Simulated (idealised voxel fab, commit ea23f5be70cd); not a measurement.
Presented below is a process module, voxel ribs on slabs.
Section cut is 155 nm wide and gridded with 5 nm square cells.
In what follows, cross-sections appear as grids of square cells, described through bands that run from the top down, where every band is one or more rows of cells. Heights first: top, then bottom, in nm. Then materials, left to right, each with a width in nm. "all across" on a single material: fills the band edge to edge. "blank": empty space. Where do heights start? At 0: under that level the wafer as delivered is made of one material only. And the lowest band has no floor; it just carries on downward, as in "0 -> down". The notation "30 to 40" denotes a width that varies across the rows of cells in the band, beginning at the first number in the top row, finishing at the second number in the bottom row, and changing by an identical amount from each row to the next. Given "no alteration" for a step, no cell of the cross-section differs between before and after that step. Empty spaces without an open route to the top, at least 8 cells in extent, make up the entry "Closed internal cavities"; each is given as width x height at distance, where the distance is measured from the left edge, and all are in nm. The remark found on a step's line after its settings is issued by the simulator itself and pertains to that step. overlay nm: how far to the right of its planned place the mask lay on this masked step (negative: to the left).
**Intended process steps**
1. RECEIVE [material Si]
2. DIRECTIONAL_DEP [material SiO2] [thk nm 30]
3. DIRECTIONAL_DEP [material polySi] [thk nm 20]
4. PATTERN [tone cover] [mask id RIB] [material resist] [width nm 15] [thk nm 15] [overlay nm 0]
5. DIRECTIONAL_ETCH [etch materials polySi] [depth nm 10]
6. STRIP [etch materials resist]
7. DIRECTIONAL_DEP [material aC] [thk nm 15]
8. PATTERN [tone cover] [mask id SLAB] [material resist] [width nm 75] [thk nm 35] [overlay nm 0]
9. DIRECTIONAL_ETCH [etch materials aC] [depth nm 15]
10. STRIP [etch materials resist]
11. DIRECTIONAL_ETCH [etch materials polySi] [depth nm 10]
12. STRIP [etch materials aC]
13. FILL_DEP [material SiO2] [thk nm 25]
14. CMP [height nm 65]
15. DIRECTIONAL_DEP [material W] [thk nm 10]
16. PATTERN [tone cover] [mask id HEATER] [material resist] [width nm 25] [thk nm 15] [overlay nm 0]
17. DIRECTIONAL_ETCH [etch materials W] [depth nm 10]
18. STRIP [etch materials resist]
19. CONFORMAL_DEP [material SiO2] [thk nm 5]
**The first wafer of two, processed as planned**
**Delivered wafer in cross-section: state after step 1**
- 0 -> down: Si all across
- Closed internal cavities: none
**Cross-sectional representation of the wafer at the conclusion of step 2**
- 30 -> 0: SiO2 all across
- All layers under 0 are left as they were.
**Cross-sectional representation of the wafer at the conclusion of step 3**
- 50 -> 30: polySi all across
- All layers under 30 are left as they were.
**Cross-sectional representation of the wafer at the conclusion of step 4**
- 65 -> 50: blank 70 nm / resist 15 nm / blank 70 nm
- All layers under 50 are left as they were.
**Cross-sectional representation of the wafer at the conclusion of step 5**
- 65 -> 50: blank 70 nm / resist 15 nm / blank 70 nm
- 50 -> 40: blank 70 nm / polySi 15 nm / blank 70 nm
- All layers under 40 are left as they were.
**Cross-sectional representation of the wafer at the conclusion of step 6**
- 50 -> 40: blank 70 nm / polySi 15 nm / blank 70 nm
- All layers under 40 are left as they were.
**Cross-sectional representation of the wafer at the conclusion of step 7**
- 65 -> 55: blank 70 nm / aC 15 nm / blank 70 nm
- 55 -> 50: aC all across
- 50 -> 40: aC 70 nm / polySi 15 nm / aC 70 nm
- All layers under 40 are left as they were.
**Cross-sectional representation of the wafer at the conclusion of step 8**
- 100 -> 65: blank 40 nm / resist 75 nm / blank 40 nm
- 65 -> 55: blank 40 nm / resist 30 nm / aC 15 nm / resist 30 nm / blank 40 nm
- All layers under 55 are left as they were.
**Cross-sectional representation of the wafer at the conclusion of step 9**
- 85 -> 65: blank 40 nm / resist 75 nm / blank 40 nm
- 65 -> 55: blank 40 nm / resist 30 nm / aC 15 nm / resist 30 nm / blank 40 nm
- 55 -> 50: blank 40 nm / aC 75 nm / blank 40 nm
- 50 -> 40: blank 40 nm / aC 30 nm / polySi 15 nm / aC 30 nm / blank 40 nm
- All layers under 40 are left as they were.
**Cross-sectional representation of the wafer at the conclusion of step 10**
- 65 -> 55: blank 70 nm / aC 15 nm / blank 70 nm
- All layers under 55 are left as they were.
**Cross-sectional representation of the wafer at the conclusion of step 11**
- 65 -> 55: blank 70 nm / aC 15 nm / blank 70 nm
- 55 -> 50: blank 40 nm / aC 75 nm / blank 40 nm
- 50 -> 40: blank 40 nm / aC 30 nm / polySi 15 nm / aC 30 nm / blank 40 nm
- 40 -> 30: blank 40 nm / polySi 75 nm / blank 40 nm
- All layers under 30 are left as they were.
**Cross-sectional representation of the wafer at the conclusion of step 12**
- 50 -> 40: blank 70 nm / polySi 15 nm / blank 70 nm
- All layers under 40 are left as they were.
**Cross-sectional representation of the wafer at the conclusion of step 13**
- 75 -> 50: SiO2 all across
- 50 -> 40: SiO2 70 nm / polySi 15 nm / SiO2 70 nm
- 40 -> 30: SiO2 40 nm / polySi 75 nm / SiO2 40 nm
- All layers under 30 are left as they were.
**Cross-sectional representation of the wafer at the conclusion of step 14**
- 65 -> 50: SiO2 all across
- All layers under 50 are left as they were.
**Cross-sectional representation of the wafer at the conclusion of step 15**
- 75 -> 65: W all across
- All layers under 65 are left as they were.
**Cross-sectional representation of the wafer at the conclusion of step 16**
- 90 -> 75: blank 65 nm / resist 25 nm / blank 65 nm
- All layers under 75 are left as they were.
**Cross-sectional representation of the wafer at the conclusion of step 17**
- 90 -> 75: blank 65 nm / resist 25 nm / blank 65 nm
- 75 -> 65: blank 65 nm / W 25 nm / blank 65 nm
- All layers under 65 are left as they were.
**Cross-sectional representation of the wafer at the conclusion of step 18**
- 75 -> 65: blank 65 nm / W 25 nm / blank 65 nm
- All layers under 65 are left as they were.
**Cross-sectional representation of the wafer at the conclusion of step 19**
- 80 -> 75: blank 60 nm / SiO2 35 nm / blank 60 nm
- 75 -> 70: blank 60 nm / SiO2 5 nm / W 25 nm / SiO2 5 nm / blank 60 nm
- 70 -> 65: SiO2 65 nm / W 25 nm / SiO2 65 nm
- All layers under 65 are left as they were.
**The Second Wafer: Common Origin and Plan, One Mistake in Execution, Identical to the First Through Step 18**
Cross-section of the second wafer at the time by which step 19 should have been completed according to the plan: no alteration
Where did the run depart from the plan? execution of step 19 of the plan did not take place, the step having been omitted
Final cells, second wafer relative to first, materials higher or lower: 35 fewer of SiO2
